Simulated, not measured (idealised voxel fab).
Process module heading - voxel double patterning
Section shown: cut. Width: 265 nm. Cell size: 5 nm, square.
Cross-section layout: square cells on a grid; listed as bands, top to bottom; a band spans one or more cell rows. Top height, bottom height, nm. Materials left to right, width each, nm. Single material + "edge to edge" = fills band edge to edge. "blank" = empty. The reference from which all heights are counted is 0, the level beneath which the as-received wafer is entirely one material; the lowest band, having no lower bound, proceeds downward and is written after the example "0 and below". So if you see something like "30..40" for the width, read it as the top row of the band sitting at the first number and the bottom row at the second, with every row in between moving by the same amount as the last. No cell of the cross-section changed in a step that is given as "identical to before". "Closed internal voids" specifies each empty space that is not open to the top and that occupies no fewer than 8 cells, using the form width x height at distance, the distance measured from the left edge and all three quantities in nm. Heads up: the bit after the settings on a step's line is the simulator's remark on that step. On any step carrying a mask, the "overlay nm" setting, if present on the step's line, tells how far right of its planned place the mask lay; negative values point to the left. How should the pairs below be read? Each gives the cross-section before one process step and the cross-section after it, the latter drawn only to the lowest band that changed; the step that lies between them, with its settings, appears under the pair. Does a pair pick up where the pair above left off? Only where its entry headed "Incoming profile" says so, since pairs can come from different runs of this module on the same starting wafer.

Incoming profile
  0 and below  Si edge to edge
  Closed internal voids: none

Step Outcome
  5 down to 0  SiO2 edge to edge
  Rest of section, below 0: as before.
  Closed internal voids: none
In between the cross-sections above, the run called for CONFORMAL_DEP,material SiO2,thk nm 5

Incoming profile: starting point is the after cross-section of the pair just above.

Step Outcome
  20 down to 5  W edge to edge
  Rest of section, below 5: as before.
  Closed internal voids: none
In between the cross-sections above, the run called for DIRECTIONAL_DEP,material W,thk nm 15

Incoming profile: starting point is the after cross-section of the pair just above.

Step Outcome
  30 down to 20  SiCN edge to edge
  Rest of section, below 20: as before.
  Closed internal voids: none
In between the cross-sections above, the run called for DIRECTIONAL_DEP,material SiCN,thk nm 10

Incoming profile: starting point is the after cross-section of the pair just above.

Step Outcome
  30 down to 20  SiCN=100; blank=15; SiCN=35; blank=15; SiCN=100
  Rest of section, below 20: as before.
  Closed internal voids: none
In between the cross-sections above, the run called for MASKED_ETCH,tone open,mask id FIRST,width nm 15,pitch nm 50,etch materials SiCN,depth nm 10,overlay nm 0

Incoming profile: starting point is the after cross-section of the pair just above.

Step Outcome
  30 down to 20  SiCN=100; blank=15; SiCN=10; blank=15; SiCN=10; blank=15; SiCN=100
  Rest of section, below 20: as before.
  Closed internal voids: none
In between the cross-sections above, the run called for MASKED_ETCH,tone open,mask id SECOND,width nm 15,etch materials SiCN,depth nm 10,overlay nm 0

Incoming profile: starting point is the after cross-section of the pair just above.

Step Outcome
  30 down to 20  SiCN=100; blank=15; SiCN=10; blank=15; SiCN=10; blank=15; SiCN=100
  20 down to 5  W=100; blank=15; W=10; blank=15; W=10; blank=15; W=100
  Rest of section, below 5: as before.
  Closed internal voids: none
In between the cross-sections above, the run called for DIRECTIONAL_ETCH,etch materials W,depth nm 15

Incoming profile: starting point is the after cross-section of the pair just above.

Step Outcome
  20 down to 5  W=100; blank=15; W=10; blank=15; W=10; blank=15; W=100
  Rest of section, below 5: as before.
  Closed internal voids: none
In between the cross-sections above, the run called for STRIP,etch materials SiCN

Incoming profile
  20 down to 5  W edge to edge
  5 down to 0  SiO2 edge to edge
  0 and below  Si edge to edge
  Closed internal voids: none

Step Outcome
  35 down to 5  W edge to edge
  Rest of section, below 5: as before.
  Closed internal voids: none
In between the cross-sections above, the run called for DIRECTIONAL_DEP,material W,thk nm 15

Incoming profile: starting point is the after cross-section of the pair just above.

Step Outcome
  45 down to 35  SiCN edge to edge
  Rest of section, below 35: as before.
  Closed internal voids: none
In between the cross-sections above, the run called for DIRECTIONAL_DEP,material SiCN,thk nm 10

Incoming profile: starting point is the after cross-section of the pair just above.

Step Outcome
  45 down to 35  SiCN=100; blank=15; SiCN=35; blank=15; SiCN=100
  Rest of section, below 35: as before.
  Closed internal voids: none
In between the cross-sections above, the run called for MASKED_ETCH,tone open,mask id FIRST,width nm 15,pitch nm 50,etch materials SiCN,depth nm 10,overlay nm 0

Incoming profile: starting point is the after cross-section of the pair just above.

Step Outcome
  45 down to 35  SiCN=100; blank=15; SiCN=10; blank=15; SiCN=10; blank=15; SiCN=100
  Rest of section, below 35: as before.
  Closed internal voids: none
In between the cross-sections above, the run called for MASKED_ETCH,tone open,mask id SECOND,width nm 15,etch materials SiCN,depth nm 10,overlay nm 0

Incoming profile: starting point is the after cross-section of the pair just above.

Step Outcome
  45 down to 35  SiCN=100; blank=15; SiCN=10; blank=15; SiCN=10; blank=15; SiCN=100
  35 down to 20  W=100; blank=15; W=10; blank=15; W=10; blank=15; W=100
  Rest of section, below 20: as before.
  Closed internal voids: none
In between the cross-sections above, the run called for DIRECTIONAL_ETCH,etch materials W,depth nm 15

Incoming profile: starting point is the after cross-section of the pair just above.

Step Outcome
  35 down to 20  W=100; blank=15; W=10; blank=15; W=10; blank=15; W=100
  Rest of section, below 20: as before.
  Closed internal voids: none
In between the cross-sections above, the run called for STRIP,etch materials SiCN

Incoming profile
  0 and below  Si edge to edge
  Closed internal voids: none

Step Outcome
  15 down to 0  W edge to edge
  Rest of section, below 0: as before.
  Closed internal voids: none
In between the cross-sections above, the run called for DIRECTIONAL_DEP,material W,thk nm 15

Incoming profile: starting point is the after cross-section of the pair just above.

Step Outcome
  20 down to 15  SiO2 edge to edge
  Rest of section, below 15: as before.
  Closed internal voids: none
In between the cross-sections above, the run called for CONFORMAL_DEP,material SiO2,thk nm 5

Incoming profile: starting point is the after cross-section of the pair just above.

Step Outcome
  30 down to 20  SiCN edge to edge
  Rest of section, below 20: as before.
  Closed internal voids: none
In between the cross-sections above, the run called for DIRECTIONAL_DEP,material SiCN,thk nm 10

Incoming profile: starting point is the after cross-section of the pair just above.

Step Outcome
  30 down to 20  SiCN=100; blank=15; SiCN=35; blank=15; SiCN=100
  Rest of section, below 20: as before.
  Closed internal voids: none
In between the cross-sections above, the run called for MASKED_ETCH,tone open,mask id FIRST,width nm 15,pitch nm 50,etch materials SiCN,depth nm 10,overlay nm 0

Incoming profile: starting point is the after cross-section of the pair just above.

Step Outcome
  30 down to 20  SiCN=100; blank=15; SiCN=10; blank=15; SiCN=10; blank=15; SiCN=100
  Rest of section, below 20: as before.
  Closed internal voids: none
In between the cross-sections above, the run called for MASKED_ETCH,tone open,mask id SECOND,width nm 15,etch materials SiCN,depth nm 10,overlay nm 0

Incoming profile: starting point is the after cross-section of the pair just above.

Step Outcome
  20 down to 15  SiO2 edge to edge
  Rest of section, below 15: as before.
  Closed internal voids: none
In between the cross-sections above, the run called for STRIP,etch materials SiCN

Incoming profile
  5 down to 0  SiO2 edge to edge
  0 and below  Si edge to edge
  Closed internal voids: none

Step Outcome
  15 down to 5  W edge to edge
  Rest of section, below 5: as before.
  Closed internal voids: none
In between the cross-sections above, the run called for DIRECTIONAL_DEP,material W,thk nm 10

Incoming profile: starting point is the after cross-section of the pair just above.

Step Outcome
  25 down to 15  SiCN edge to edge
  Rest of section, below 15: as before.
  Closed internal voids: none
In between the cross-sections above, the run called for DIRECTIONAL_DEP,material SiCN,thk nm 10

Incoming profile: starting point is the after cross-section of the pair just above.

Step Outcome
  25 down to 15  SiCN=100; blank=15; SiCN=35; blank=15; SiCN=100
  Rest of section, below 15: as before.
  Closed internal voids: none
In between the cross-sections above, the run called for MASKED_ETCH,tone open,mask id FIRST,width nm 15,pitch nm 50,etch materials SiCN,depth nm 10,overlay nm 0

Incoming profile: starting point is the after cross-section of the pair just above.

Step Outcome
  25 down to 15  SiCN=100; blank=15; SiCN=10; blank=15; SiCN=10; blank=15; SiCN=100
  Rest of section, below 15: as before.
  Closed internal voids: none
In between the cross-sections above, the run called for MASKED_ETCH,tone open,mask id SECOND,width nm 15,etch materials SiCN,depth nm 10,overlay nm 0

Incoming profile: starting point is the after cross-section of the pair just above.

Step Outcome
  25 down to 15  SiCN=100; blank=15; SiCN=10; blank=15; SiCN=10; blank=15; SiCN=100
  15 down to 5  W=100; blank=15; W=10; blank=15; W=10; blank=15; W=100
  Rest of section, below 5: as before.
  Closed internal voids: none
In between the cross-sections above, the run called for DIRECTIONAL_ETCH,etch materials W,depth nm 15

Incoming profile: starting point is the after cross-section of the pair just above.

Step Outcome
  15 down to 5  W=100; blank=15; W=10; blank=15; W=10; blank=15; W=100
  Rest of section, below 5: as before.
  Closed internal voids: none
In between the cross-sections above, the run called for STRIP,etch materials SiCN

Incoming profile
  30 down to 20  SiCN edge to edge
  20 down to 5  W edge to edge
  5 down to 0  SiO2 edge to edge
  0 and below  Si edge to edge
  Closed internal voids: none

Step Outcome
  30 down to 20  SiCN=95; blank=25; SiCN=25; blank=25; SiCN=95
  Rest of section, below 20: as before.
  Closed internal voids: none
In between the cross-sections above, the run called for MASKED_ETCH,tone open,mask id FIRST,width nm 25,pitch nm 50,etch materials SiCN,depth nm 10,overlay nm 0

Incoming profile: starting point is the after cross-section of the pair just above.

Step Outcome
  30 down to 20  SiCN=95; blank=25; SiCN=5; blank=15; SiCN=5; blank=25; SiCN=95
  Rest of section, below 20: as before.
  Closed internal voids: none
In between the cross-sections above, the run called for MASKED_ETCH,tone open,mask id SECOND,width nm 15,etch materials SiCN,depth nm 10,overlay nm 0

Incoming profile: starting point is the after cross-section of the pair just above.

Step Outcome
  30 down to 20  SiCN=95; blank=25; SiCN=5; blank=15; SiCN=5; blank=25; SiCN=95
  20 down to 5  W=95; blank=25; W=5; blank=15; W=5; blank=25; W=95
  Rest of section, below 5: as before.
  Closed internal voids: none
In between the cross-sections above, the run called for DIRECTIONAL_ETCH,etch materials W,depth nm 15

Incoming profile: starting point is the after cross-section of the pair just above.

Step Outcome
  20 down to 5  W=95; blank=25; W=5; blank=15; W=5; blank=25; W=95
  Rest of section, below 5: as before.
  Closed internal voids: none
In between the cross-sections above, the run called for STRIP,etch materials SiCN

Incoming profile
  30 down to 20  SiCN edge to edge
  20 down to 5  W edge to edge
  5 down to 0  SiO2 edge to edge
  0 and below  Si edge to edge
  Closed internal voids: none

Step Outcome
  30 down to 20  SiCN=90; blank=15; SiCN=35; blank=15; SiCN=110
  Rest of section, below 20: as before.
  Closed internal voids: none
In between the cross-sections above, the run called for MASKED_ETCH,tone open,mask id FIRST,width nm 15,pitch nm 50,etch materials SiCN,depth nm 10,overlay nm -10

Incoming profile: starting point is the after cross-section of the pair just above.

Step Outcome
  30 down to 20  SiCN=90; blank=15; SiCN=20; blank=30; SiCN=110
  Rest of section, below 20: as before.
  Closed internal voids: none
In between the cross-sections above, the run called for MASKED_ETCH,tone open,mask id SECOND,width nm 15,etch materials SiCN,depth nm 10,overlay nm 0

Incoming profile: starting point is the after cross-section of the pair just above.

Step Outcome
  30 down to 20  SiCN=90; blank=15; SiCN=20; blank=30; SiCN=110
  20 down to 5  W=90; blank=15; W=20; blank=30; W=110
  Rest of section, below 5: as before.
  Closed internal voids: none
In between the cross-sections above, the run called for DIRECTIONAL_ETCH,etch materials W,depth nm 15

Incoming profile: starting point is the after cross-section of the pair just above.

Step Outcome
  20 down to 5  W=90; blank=15; W=20; blank=30; W=110
  Rest of section, below 5: as before.
  Closed internal voids: none
In between the cross-sections above, the run called for STRIP,etch materials SiCN

Incoming profile
  20 down to 5  W edge to edge
  5 down to 0  SiO2 edge to edge
  0 and below  Si edge to edge
  Closed internal voids: none

Step Outcome
  30 down to 20  SiO2 edge to edge
  Rest of section, below 20: as before.
  Closed internal voids: none
In between the cross-sections above, the run called for DIRECTIONAL_DEP,material SiO2,thk nm 10

Incoming profile
  30 down to 20  SiCN=100; blank=15; SiCN=35; blank=15; SiCN=100
  20 down to 5  W edge to edge
  5 down to 0  SiO2 edge to edge
  0 and below  Si edge to edge
  Closed internal voids: none

Step Outcome
  30 down to 20  blank=125; SiCN=15; blank=125
  Rest of section, below 20: as before.
  Closed internal voids: none
In between the cross-sections above, the run called for MASKED_ETCH,tone cover,mask id SECOND,width nm 15,etch materials SiCN,depth nm 10,overlay nm 0

Incoming profile: starting point is the after cross-section of the pair just above.

Step Outcome
  30 down to 20  blank=125; SiCN=15; blank=125
  20 down to 5  blank=125; W=15; blank=125
  Rest of section, below 5: as before.
  Closed internal voids: none
In between the cross-sections above, the run called for DIRECTIONAL_ETCH,etch materials W,depth nm 15

Incoming profile: starting point is the after cross-section of the pair just above.

Step Outcome
  20 down to 5  blank=125; W=15; blank=125
  Rest of section, below 5: as before.
  Closed internal voids: none
In between the cross-sections above, the run called for STRIP,etch materials SiCN
